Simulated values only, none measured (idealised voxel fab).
Process module heading - voxel transistor to metal
Cross-section cut spans 205 nm and uses square cells 5 nm in size.
Notation: cross-section as square-cell grid; stated in bands, top first, going down; one or more cell rows per band. Basically the band line says how high the top is and how high the bottom is, in nm, and then what's in it from left to right, every material with its width in nm. Empty space shows up as "empty", and if a single material carries "edge to edge" it runs the full band edge to edge. The reference from which all heights are counted is 0, the level beneath which the as-received wafer is entirely one material; the lowest band, having no lower bound, proceeds downward and is written after the example "0..down". Per-row width for "30..40": begins at first number (top row of band), ends at second number (bottom row), increment between rows held constant. You'll sometimes find "nothing altered" written for a step, and that's the way of saying that nowhere in the cross-section did a cell change during that step. Entry "Fully closed voids" = empty spaces >= 8 cells with no open way to the top; each as width x height at distance, distance from left edge, all nm. Past the settings on a step's line: simulator remark, on that step. "overlay nm" answers the question of how far to the right of plan the mask lay on a step that has a mask, and when it is negative the answer is to the left.
### So here's the lineup of process steps we planned
1: RECEIVE: material Si
2: OXIDIZE: depth nm 5
3: CONFORMAL_DEP: material SiN, thk nm 15
4: PATTERN: tone cover, mask id ACTIVE, material resist, width nm 105, thk nm 20, overlay nm 0
5: DIRECTIONAL_ETCH: etch materials SiN, depth nm 15
6: DIRECTIONAL_ETCH: etch materials SiO2, depth nm 5
7: DIRECTIONAL_ETCH: etch materials Si, depth nm 35
8: STRIP: etch materials resist
9: FILL_DEP: material SiO2, thk nm 10
10: CMP: height nm 15
11: SELECTIVE_ETCH: etch materials SiO2, depth nm 15
12: STRIP: etch materials SiN
13: SELECTIVE_ETCH: etch materials SiO2, depth nm 5
14: OXIDIZE: depth nm 5
15: DIRECTIONAL_DEP: material polySi, thk nm 20
16: DIRECTIONAL_DEP: material SiCN, thk nm 15
17: MASKED_ETCH: tone cover, mask id GATE, width nm 35, etch materials SiCN, depth nm 25, overlay nm 0
18: MASKED_ETCH: tone cover, mask id GATE, width nm 35, etch materials polySi, depth nm 30, overlay nm 0
19: CONFORMAL_DEP: material SiN, thk nm 10
20: DIRECTIONAL_ETCH: etch materials SiN, depth nm 10
21: DIRECTIONAL_ETCH: etch materials SiO2, depth nm 5
22: DIRECTIONAL_ETCH: etch materials Si, depth nm 10
23: EPI: material SiGe, thk nm 10
24: FILL_DEP: material SiO2, thk nm 5
25: CMP: height nm 15
26: STRIP: etch materials polySi
27: SELECTIVE_ETCH: etch materials SiO2, depth nm 5
28: CONFORMAL_DEP: material HfO2, thk nm 5
29: CONFORMAL_DEP: material TiN, thk nm 5
30: FILL_DEP: material W, thk nm 5
31: CMP: height nm 10
32: DIRECTIONAL_DEP: material SiO2, thk nm 10
33: MASKED_ETCH: tone open, mask id CONTACT, width nm 15, pitch nm 80, etch materials SiO2, depth nm 30, overlay nm 0
34: CONFORMAL_DEP: material TiN, thk nm 5
35: FILL_DEP: material W, thk nm 10
36: CMP: height nm 20
37: CONFORMAL_DEP: material SiCN, thk nm 5
38: DIRECTIONAL_DEP: material SiO2, thk nm 20
39: DIRECTIONAL_DEP: material aC, thk nm 15
40: PATTERN: tone open, mask id METAL_1, material resist, width nm 15, pitch nm 80, thk nm 30, overlay nm 0
41: DIRECTIONAL_ETCH: etch materials aC, depth nm 15
42: STRIP: etch materials resist
43: DIRECTIONAL_ETCH: etch materials SiO2, depth nm 20
44: DIRECTIONAL_ETCH: etch materials SiCN, depth nm 5
45: STRIP: etch materials aC
46: CONFORMAL_DEP: material TiN, thk nm 5
47: FILL_DEP: material W, thk nm 5
48: CMP: height nm 45
49: EPI: material Ru, thk nm 5
50: FILL_DEP: material SiCN, thk nm 5
51: DIRECTIONAL_DEP: material SiO2, thk nm 25
52: DIRECTIONAL_DEP: material aC, thk nm 15
53: PATTERN: tone open, mask id METAL_2, material resist, width nm 15, pitch nm 80, thk nm 35, overlay nm 0
54: DIRECTIONAL_ETCH: etch materials aC, depth nm 15
55: STRIP: etch materials resist
56: DIRECTIONAL_ETCH: etch materials SiO2, depth nm 15
57: STRIP: etch materials aC
58: PATTERN: tone open, mask id METAL_2_HOLES, material resist, width nm 15, pitch nm 80, thk nm 20, overlay nm 0
59: DIRECTIONAL_ETCH: etch materials SiO2, depth nm 10
60: DIRECTIONAL_ETCH: etch materials SiCN, depth nm 5
61: STRIP: etch materials resist
62: CONFORMAL_DEP: material TiN, thk nm 5
63: FILL_DEP: material Ru, thk nm 5
64: CMP: height nm 80
65: CONFORMAL_DEP: material SiCN, thk nm 5
### The cross-section here shows the wafer as received, i.e. in its state after step 1
  0..down | Si edge to edge
  Fully closed voids: none
### Cross-section, end of module. Start: as above. Plan: as above. Execution: one mistake
  85..80 | SiCN edge to edge
  80..55 | 55 nm SiO2 | 5 nm TiN | 5 nm Ru | 5 nm TiN | 65 nm SiO2 | 5 nm TiN | 5 nm Ru | 5 nm TiN | 55 nm SiO2
  55..50 | 55 nm SiCN | 15 nm TiN | 65 nm SiCN | 15 nm TiN | 55 nm SiCN
  50..45 | 50 nm SiCN | 25 nm Ru | 55 nm SiCN | 25 nm Ru | 50 nm SiCN
  45..25 | 55 nm SiO2 | 5 nm TiN | 5 nm W | 5 nm TiN | 65 nm SiO2 | 5 nm TiN | 5 nm W | 5 nm TiN | 55 nm SiO2
  25..20 | 55 nm SiCN | 15 nm TiN | 65 nm SiCN | 15 nm TiN | 55 nm SiCN
  20..10 | 55 nm SiO2 | 5 nm TiN | 5 nm W | 5 nm TiN | 65 nm SiO2 | 5 nm TiN | 5 nm W | 5 nm TiN | 55 nm SiO2
  10..5 | 55 nm SiO2 | 5 nm TiN | 5 nm W | 5 nm TiN | 5 nm SiO2 | 10 nm SiN | 5 nm HfO2 | 5 nm TiN | 15 nm W | 5 nm TiN | 5 nm HfO2 | 10 nm SiN | 5 nm SiO2 | 5 nm TiN | 5 nm W | 5 nm TiN | 55 nm SiO2
  5..0 | 55 nm SiO2 | 15 nm TiN | 5 nm SiO2 | 10 nm SiN | 5 nm HfO2 | 5 nm TiN | 15 nm W | 5 nm TiN | 5 nm HfO2 | 10 nm SiN | 5 nm SiO2 | 15 nm TiN | 55 nm SiO2
  0..-5 | 55 nm SiO2 | 10 nm TiN | 10 nm SiGe | 10 nm SiN | 5 nm HfO2 | 25 nm TiN | 5 nm HfO2 | 10 nm SiN | 10 nm SiGe | 10 nm TiN | 55 nm SiO2
  -5..-10 | 55 nm SiO2 | 10 nm TiN | 10 nm SiGe | 5 nm SiO2 | 45 nm HfO2 | 5 nm SiO2 | 10 nm SiGe | 10 nm TiN | 55 nm SiO2
  -10..-20 | 50 nm SiO2 | 25 nm SiGe | 55 nm Si | 30 nm SiGe | 45 nm SiO2
  -20..-40 | 50 nm SiO2 | 110 nm Si | 45 nm SiO2
  -40..down | Si edge to edge
  Fully closed voids: none
Deviation noted in wafer processing: step 4: run off-plan, actual operation and settings PATTERN: tone cover, mask id ACTIVE, material resist, width nm 110, thk nm 20, overlay nm 0
